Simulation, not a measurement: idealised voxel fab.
process module | voxel capacitor over wiring
cross-section cut | 190 nm wide | cells 5 nm
A cross-section is a grid of square cells, given in bands from the top down. A band is one or more rows of cells.
Each band's line starts with the height of the band's top and of its bottom, in nm. Then come its materials from left to right, each with its width in nm. One material with "throughout" fills the band from edge to edge. "air" is empty space.
Height 0 is the level under which the wafer as received is all one material. The lowest band goes on downwards, as in "0 down".
A width such as "30 to 40" changes by the same amount from each row of cells to the next, from the band's top row to its bottom row.
"no change" after a step means that no cell of the cross-section changed.
closed voids: empty space of 8 cells or more with no open way to the top, each as width x height at its distance from the left edge, in nm
after a step's settings: what the simulator itself notes on the step
overlay nm, on a step with a mask: how far to the right of its planned place the mask lay; to the left if negative
plan
1 op RECEIVE | material Si
2 op CONFORMAL_DEP | material SiO2 | thk nm 15
3 op DIRECTIONAL_DEP | material TiN | thk nm 5
4 op DIRECTIONAL_DEP | material Ru | thk nm 20
5 op DIRECTIONAL_DEP | material aC | thk nm 10
6 op PATTERN | tone cover | mask id METAL_1 | material resist | width nm 20 | pitch nm 70 | thk nm 25 | overlay nm 0
7 op DIRECTIONAL_ETCH | etch materials aC | depth nm 10
8 op STRIP | etch materials resist
9 op DIRECTIONAL_ETCH | etch materials Ru | depth nm 20
10 op DIRECTIONAL_ETCH | etch materials TiN | depth nm 5
11 op STRIP | etch materials aC
12 op CONFORMAL_DEP | material SiN | thk nm 5
13 op FILL_DEP | material SiO2 | thk nm 10
14 op CMP | height nm 40
15 op CONFORMAL_DEP | material SiCN | thk nm 5
16 op DIRECTIONAL_DEP | material lowk | thk nm 10
17 op MASKED_ETCH | tone open | mask id PLUG_1 | width nm 15 | etch materials lowk | depth nm 10 | overlay nm 0
18 op MASKED_ETCH | tone open | mask id PLUG_1 | width nm 15 | etch materials SiCN | depth nm 5 | overlay nm 0
19 op EPI | material Ru | thk nm 10
20 op EPI | material Ru | thk nm 5
21 op DIRECTIONAL_DEP | material TiN | thk nm 5
22 op DIRECTIONAL_DEP | material HfO2 | thk nm 5
23 op DIRECTIONAL_DEP | material TiN | thk nm 5
24 op DIRECTIONAL_DEP | material aC | thk nm 10
25 op PATTERN | tone cover | mask id UPPER_PLATE | material resist | width nm 55 | thk nm 30 | overlay nm 0
26 op DIRECTIONAL_ETCH | etch materials aC | depth nm 10
27 op STRIP | etch materials resist
28 op DIRECTIONAL_ETCH | etch materials TiN | depth nm 5
29 op DIRECTIONAL_ETCH | etch materials HfO2 | depth nm 5
30 op STRIP | etch materials aC
31 op MASKED_ETCH | tone cover | mask id LOWER_PLATE | width nm 65 | etch materials TiN | depth nm 5 | overlay nm 0
32 op FILL_DEP | material SiO2 | thk nm 15
33 op CMP | height nm 80
34 op PATTERN | tone open | mask id PLUG_2 | material resist | width nm 15 | thk nm 15 | overlay nm 0
35 op DIRECTIONAL_ETCH | etch materials SiO2 | depth nm 10
36 op STRIP | etch materials resist
37 op CONFORMAL_DEP | material TiN | thk nm 5
38 op FILL_DEP | material Cu | thk nm 5
39 op CMP | height nm 80
40 op CONFORMAL_DEP | material SiN | thk nm 5
as received, after step 1
  0 down: Si throughout
  closed voids: none
a wafer at the end: this start, this plan, one mistake
  85 to 80: SiN throughout
  80 to 75: SiO2 65 | TiN 5 | Cu 5 | TiN 5 | SiO2 110
  75 to 70: SiO2 65 | TiN 15 | SiO2 110
  70 to 65: SiO2 throughout
  65 to 55: SiO2 55 to 50 | TiN 55 to 65 | SiO2 80 to 75
  55 to 45: lowk 55 | Ru 15 | lowk 120
  45 to 40: SiCN 55 | Ru 15 | SiCN 120
  40 to 20: SiO2 45 | SiN 5 | Ru 20 | SiN 5 | SiO2 40 | SiN 5 | Ru 20 | SiN 5 | SiO2 45
  20 to 15: SiN 50 | TiN 20 | SiN 50 | TiN 20 | SiN 50
  15 to 0: SiO2 throughout
  0 down: Si throughout
  closed voids: none
what went wrong: step 22 was left out
